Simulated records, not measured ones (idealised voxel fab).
voxel double patterning: a process module
Displayed cross-section: cut, width of 220 nm, square cells sized 5 nm.
A cross-section is a grid of square cells, given in bands from the top down. A band is one or more rows of cells. In this notation a band is specified by the heights of its top and bottom, in that order and in nm, after which its materials appear from left to right, each paired with its width in nm. The word "all across" attached to a single material means that material fills the band from edge to edge; the word "blank" stands for empty space. Below 0: as-received wafer, all one material; heights counted from there. Lowest band: no bottom, goes on down, written "0 -> down". With a width like "30 to 40", each row of cells in the band differs from the next by the same amount, the top row carrying the first number and the bottom row the second. "nothing changed" means the step left every cell of the cross-section as it was. The entry titled "Fully enclosed voids" provides the empty spaces that have no open way to the top, restricted to those of 8 cells or more. Each is presented as width x height at distance, the distance being measured from the left edge, with all three in nm. Where a step's line continues beyond its settings, the continuation is a remark by the simulator itself on that step. On any step carrying a mask, the "overlay nm" setting, if present on the step's line, tells how far right of its planned place the mask lay; negative values point to the left.

**The following list gives the planned process steps**
1) RECEIVE (material Si)
2) CONFORMAL_DEP (material SiO2; thk nm 10)
3) DIRECTIONAL_DEP (material TiN; thk nm 20)
4) DIRECTIONAL_DEP (material SiN; thk nm 10)
5) PATTERN (tone open; mask id FIRST; material resist; width nm 15; pitch nm 50; thk nm 15; overlay nm 0)
6) DIRECTIONAL_ETCH (etch materials SiN; depth nm 10)
7) STRIP (etch materials resist)
8) DIRECTIONAL_DEP (material aC; thk nm 15)
9) PATTERN (tone open; mask id SECOND; material resist; width nm 15; thk nm 35; overlay nm 0)
10) DIRECTIONAL_ETCH (etch materials aC; depth nm 15)
11) STRIP (etch materials resist)
12) DIRECTIONAL_ETCH (etch materials SiN; depth nm 10)
13) STRIP (etch materials aC)
14) DIRECTIONAL_ETCH (etch materials TiN; depth nm 20)
15) STRIP (etch materials SiN)

**Wafer as received: cross-section following step 1**
* 0 -> down: Si all across
* Fully enclosed voids: none

**Sectioned view, first of two wafers, at the close of the module, processed as intended in the plan**
* 30 -> 10: TiN 75 nm | blank 15 nm | TiN 10 nm | blank 15 nm | TiN 10 nm | blank 15 nm | TiN 80 nm
* 10 -> 0: SiO2 all across
* 0 -> down: Si all across
* Fully enclosed voids: none

**Cross-section at end of module for the second wafer of two, which matched the first in starting point and plan and differed by one mistake in its processing**
* 30 -> 10: blank 75 nm | TiN 15 nm | blank 35 nm | TiN 15 nm | blank 80 nm
* 10 -> 0: SiO2 all across
* 0 -> down: Si all across
* Fully enclosed voids: none
Want to know what went wrong? in deviation from the planned setting, step 5 was conducted as PATTERN (tone cover; mask id FIRST; material resist; width nm 15; pitch nm 50; thk nm 15; overlay nm 0)
Count the cells at the end and the second wafer has more or fewer of some materials than the first: TiN: 116 fewer
